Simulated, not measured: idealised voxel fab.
process module | voxel released beams
cross-section cut | 220 nm wide | cells 5 nm
A cross-section is a grid of square cells, given in bands from the top down. A band is one or more rows of cells.
Each band's line starts with the height of the band's top and of its bottom, in nm. Then come its materials from left to right, each with its width in nm. One material with "throughout" fills the band from edge to edge. "air" is empty space.
Height 0 is the level under which the wafer as received is all one material. The lowest band goes on downwards, as in "0 down".
A width such as "30 to 40" changes by the same amount from each row of cells to the next, from the band's top row to its bottom row.
"no change" after a step means that no cell of the cross-section changed.
closed voids: empty space of 8 cells or more with no open way to the top, each as width x height at its distance from the left edge, in nm
after a step's settings: what the simulator itself notes on the step
overlay nm, on a step with a mask: how far to the right of its planned place the mask lay; to the left if negative
plan
1 op RECEIVE | material Si
2 op CONFORMAL_DEP | material SiN | thk nm 5
3 op DIRECTIONAL_DEP | material SiO2 | thk nm 5
4 op MASKED_ETCH | tone open | mask id ANCHOR | width nm 35 | etch materials SiO2 | depth nm 10 | overlay nm 0
5 op CONFORMAL_DEP | material TiN | thk nm 15
6 op DIRECTIONAL_DEP | material aC | thk nm 10
7 op PATTERN | tone cover | mask id BEAM | material resist | width nm 90 | thk nm 30 | overlay nm 0
8 op DIRECTIONAL_ETCH | etch materials aC | depth nm 10
9 op STRIP | etch materials resist
10 op DIRECTIONAL_ETCH | etch materials TiN | depth nm 15
11 op STRIP | etch materials aC
12 op STRIP | etch materials SiO2
varied across the wafers: thk nm of step 3. The plan shows the first wafer's value. All wafers start alike
first wafer as received, after step 1
  0 down: Si throughout
  closed voids: none
each wafer at the end: cells of each material gained (+) or lost (-) since it was received, then its closed voids
thk nm 5 | +44 SiN | +60 TiN | closed voids: none
thk nm 10 | +44 SiN | +66 TiN | closed voids: none
thk nm 15 | +44 SiN | closed voids: none
thk nm 20 | +44 SiN | closed voids: none
thk nm 25 | +44 SiN | closed voids: none
